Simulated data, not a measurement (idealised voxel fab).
process module | voxel plated lines
cross-section cut | 200 nm wide | cells 5 nm
A cross-section is a grid of square cells, given in bands from the top down. A band is one or more rows of cells.
Each band's line starts with the height of the band's top and of its bottom, in nm. Then come its materials from left to right, each with its width in nm. One material with "throughout" fills the band from edge to edge. "air" is empty space.
Height 0 is the level under which the wafer as received is all one material. The lowest band goes on downwards, as in "0 down".
A width such as "30 to 40" changes by the same amount from each row of cells to the next, from the band's top row to its bottom row.
"no change" after a step means that no cell of the cross-section changed.
closed voids: empty space of 8 cells or more with no open way to the top, each as width x height at its distance from the left edge, in nm
after a step's settings: what the simulator itself notes on the step
overlay nm, on a step with a mask: how far to the right of its planned place the mask lay; to the left if negative
plan
1 op RECEIVE | material Si
2 op CONFORMAL_DEP | material SiN | thk nm 5
3 op DIRECTIONAL_DEP | material TiN | thk nm 5
4 op PATTERN | tone open | mask id LINES | material resist | width nm 25 | pitch nm 45 | thk nm 35 | overlay nm 0
5 op EPI | material Ru | thk nm 5
6 op EPI | material Ru | thk nm 5
7 op EPI | material Ru | thk nm 10
8 op STRIP | etch materials resist
9 op DIRECTIONAL_ETCH | etch materials TiN | depth nm 5
10 op CONFORMAL_DEP | material SiO2 | thk nm 10
as received, after step 1
  0 down: Si throughout
  closed voids: none
a wafer at the end: this start, this plan, one mistake
  50 to 40: air 30 | SiO2 135 | air 35
  40 to 15: air 30 | SiO2 10 | Ru 25 | SiO2 20 | Ru 25 | SiO2 20 | Ru 25 | SiO2 10 | air 35
  15 to 10: SiO2 40 | Ru 25 | SiO2 20 | Ru 25 | SiO2 20 | Ru 25 | SiO2 45
  10 to 5: SiO2 40 | TiN 25 | SiO2 20 | TiN 25 | SiO2 20 | TiN 25 | SiO2 45
  5 to 0: SiN throughout
  0 down: Si throughout
  closed voids: none
what went wrong: step 7 was run twice
